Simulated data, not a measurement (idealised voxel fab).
process module | voxel gate over fins
cross-section cut | 285 nm wide | cells 5 nm
A cross-section is a grid of square cells, given in bands from the top down. A band is one or more rows of cells.
Each band's line starts with the height of the band's top and of its bottom, in nm. Then come its materials from left to right, each with its width in nm. One material with "throughout" fills the band from edge to edge. "air" is empty space.
Height 0 is the level under which the wafer as received is all one material. The lowest band goes on downwards, as in "0 down".
A width such as "30 to 40" changes by the same amount from each row of cells to the next, from the band's top row to its bottom row.
"no change" after a step means that no cell of the cross-section changed.
closed voids: empty space of 8 cells or more with no open way to the top, each as width x height at its distance from the left edge, in nm
after a step's settings: what the simulator itself notes on the step
overlay nm, on a step with a mask: how far to the right of its planned place the mask lay; to the left if negative
plan
1 op RECEIVE | material Si
2 op CONFORMAL_DEP | material SiN | thk nm 10
3 op MASKED_ETCH | tone cover | mask id FINS | width nm 15 | pitch nm 60 | etch materials SiN | depth nm 10 | overlay nm 0
4 op MASKED_ETCH | tone cover | mask id FINS | width nm 15 | pitch nm 60 | etch materials Si | depth nm 35 | overlay nm 0
5 op OXIDIZE | depth nm 5
6 op FILL_DEP | material SiO2 | thk nm 10
7 op CMP | height nm 10
8 op PATTERN | tone open | mask id RAIL | material resist | width nm 15 | thk nm 20 | overlay nm 0
9 op DIRECTIONAL_ETCH | etch materials SiO2 | depth nm 40
10 op STRIP | etch materials resist
11 op CONFORMAL_DEP | material TiN | thk nm 5
12 op FILL_DEP | material W | thk nm 10
13 op CMP | height nm 10
14 op SELECTIVE_ETCH | etch materials W Ru TiN | depth nm 35
15 op FILL_DEP | material SiO2 | thk nm 5
16 op CMP | height nm 10
17 op SELECTIVE_ETCH | etch materials SiO2 | depth nm 25
18 op STRIP | etch materials SiN
19 op CONFORMAL_DEP | material HfO2 | thk nm 5
20 op CONFORMAL_DEP | material TiN | thk nm 5
21 op CONFORMAL_DEP | material TiAl | thk nm 5
22 op CONFORMAL_DEP | material TiN | thk nm 5
23 op FILL_DEP | material W | thk nm 10
24 op CMP | height nm 25
25 op CONFORMAL_DEP | material SiCN | thk nm 10
as received, after step 1
  0 down: Si throughout
  closed voids: none
first wafer at the end, as planned
  35 to 25: SiCN throughout
  25 to 20: W throughout
  20 to 15: W 90 | TiN 45 | W 15 | TiN 45 | W 90
  15 to 10: W 90 | TiN 5 | TiAl 35 | TiN 5 | W 15 | TiN 5 | TiAl 35 | TiN 5 | W 90
  10 to 5: W 90 | TiN 5 | TiAl 5 | TiN 25 | TiAl 5 | TiN 5 | W 15 | TiN 5 | TiAl 5 | TiN 25 | TiAl 5 | TiN 5 | W 90
  5 to 0: TiN 95 | TiAl 5 | TiN 5 | HfO2 15 | TiN 5 | TiAl 5 | TiN 25 | TiAl 5 | TiN 5 | HfO2 15 | TiN 5 | TiAl 5 | TiN 95
  0 to -5: TiAl 100 | TiN 5 | HfO2 5 | Si 5 | HfO2 5 | TiN 5 | TiAl 35 | TiN 5 | HfO2 5 | Si 5 | HfO2 5 | TiN 5 | TiAl 100
  -5 to -10: TiN 105 | HfO2 5 | Si 5 | HfO2 5 | TiN 45 | HfO2 5 | Si 5 | HfO2 5 | TiN 105
  -10 to -15: HfO2 110 | Si 5 | HfO2 55 | Si 5 | HfO2 110
  -15 to -25: SiO2 110 | Si 5 | SiO2 55 | Si 5 | SiO2 110
  -25 to -30: SiO2 110 | Si 5 | SiO2 20 | TiN 15 | SiO2 20 | Si 5 | SiO2 110
  -30 to -40: SiO2 110 | Si 5 | SiO2 55 | Si 5 | SiO2 110
  -40 down: Si throughout
  closed voids: none
second wafer at the end: like start, like plan, one mistake
  35 to 25: SiCN throughout
  25 to 15: W 80 | TiN 125 | W 80
  15 to 10: TiN 95 | TiAl 35 | TiN 25 | TiAl 35 | TiN 95
  10 to 5: TiN 95 | TiAl 5 | TiN 25 | TiAl 5 | TiN 25 | TiAl 5 | TiN 25 | TiAl 5 | TiN 95
  5 to 0: TiN 95 | TiAl 5 | TiN 5 | HfO2 15 | TiN 5 | TiAl 5 | TiN 25 | TiAl 5 | TiN 5 | HfO2 15 | TiN 5 | TiAl 5 | TiN 95
  0 to -5: TiAl 100 | TiN 5 | HfO2 5 | Si 5 | HfO2 5 | TiN 5 | TiAl 35 | TiN 5 | HfO2 5 | Si 5 | HfO2 5 | TiN 5 | TiAl 100
  -5 to -10: TiN 105 | HfO2 5 | Si 5 | HfO2 5 | TiN 45 | HfO2 5 | Si 5 | HfO2 5 | TiN 105
  -10 to -15: HfO2 110 | Si 5 | HfO2 55 | Si 5 | HfO2 110
  -15 to -25: SiO2 110 | Si 5 | SiO2 55 | Si 5 | SiO2 110
  -25 to -30: SiO2 110 | Si 5 | SiO2 20 | TiN 15 | SiO2 20 | Si 5 | SiO2 110
  -30 to -40: SiO2 110 | Si 5 | SiO2 55 | Si 5 | SiO2 110
  -40 down: Si throughout
  closed voids: none
what went wrong: step 22 ran as: op CONFORMAL_DEP | material TiN | thk nm 15
at the end the second wafer has, in cells: 110 more of TiN | 110 fewer of W
